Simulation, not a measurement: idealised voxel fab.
process module | voxel plated lines
cross-section cut | 255 nm wide | cells 5 nm
A cross-section is a grid of square cells, given in bands from the top down. A band is one or more rows of cells.
Each band's line starts with the height of the band's top and of its bottom, in nm. Then come its materials from left to right, each with its width in nm. One material with "throughout" fills the band from edge to edge. "air" is empty space.
Height 0 is the level under which the wafer as received is all one material. The lowest band goes on downwards, as in "0 down".
A width such as "30 to 40" changes by the same amount from each row of cells to the next, from the band's top row to its bottom row.
"no change" after a step means that no cell of the cross-section changed.
closed voids: empty space of 8 cells or more with no open way to the top, each as width x height at its distance from the left edge, in nm
after a step's settings: what the simulator itself notes on the step
overlay nm, on a step with a mask: how far to the right of its planned place the mask lay; to the left if negative
plan
1 op RECEIVE | material Si
2 op CONFORMAL_DEP | material Al2O3 | thk nm 15
3 op DIRECTIONAL_DEP | material TiN | thk nm 5
4 op PATTERN | tone open | mask id LINES | material resist | width nm 15 | pitch nm 40 | thk nm 30 | overlay nm 0
5 op EPI | material Ru | thk nm 10
6 op EPI | material Ru | thk nm 5
7 op STRIP | etch materials resist
8 op DIRECTIONAL_ETCH | etch materials TiN | depth nm 5
9 op CONFORMAL_DEP | material SiO2 | thk nm 5
first wafer, as planned
as received, after step 1
  0 down: Si throughout
  closed voids: none
after step 2
  15 to 0: Al2O3 throughout
  below 0: unchanged
after step 3
  20 to 15: TiN throughout
  below 15: unchanged
after step 4
  50 to 20: resist 100 | air 15 | resist 25 | air 15 | resist 100
  below 20: unchanged
after step 5
  50 to 30: resist 100 | air 15 | resist 25 | air 15 | resist 100
  30 to 20: resist 100 | Ru 15 | resist 25 | Ru 15 | resist 100
  below 20: unchanged
after step 6
  50 to 35: resist 100 | air 15 | resist 25 | air 15 | resist 100
  35 to 20: resist 100 | Ru 15 | resist 25 | Ru 15 | resist 100
  below 20: unchanged
after step 7
  35 to 20: air 100 | Ru 15 | air 25 | Ru 15 | air 100
  below 20: unchanged
after step 8
  35 to 20: air 100 | Ru 15 | air 25 | Ru 15 | air 100
  20 to 15: air 100 | TiN 15 | air 25 | TiN 15 | air 100
  below 15: unchanged
after step 9
  40 to 35: air 95 | SiO2 25 | air 15 | SiO2 25 | air 95
  35 to 20: air 95 | SiO2 5 | Ru 15 | SiO2 5 | air 15 | SiO2 5 | Ru 15 | SiO2 5 | air 95
  20 to 15: SiO2 100 | TiN 15 | SiO2 25 | TiN 15 | SiO2 100
  below 15: unchanged
second wafer: like start, like plan, one mistake. Through step 8 it matches the first wafer
when step 9 should have ended
  50 to 35: air 85 | SiO2 85 | air 85
  35 to 30: air 85 | SiO2 15 | Ru 15 | SiO2 25 | Ru 15 | SiO2 15 | air 85
  30 to 20: SiO2 100 | Ru 15 | SiO2 25 | Ru 15 | SiO2 100
  20 to 15: SiO2 100 | TiN 15 | SiO2 25 | TiN 15 | SiO2 100
  below 15: unchanged
what went wrong: step 9 ran as: op CONFORMAL_DEP | material SiO2 | thk nm 15
at the end the second wafer has, in cells: 130 more of SiO2
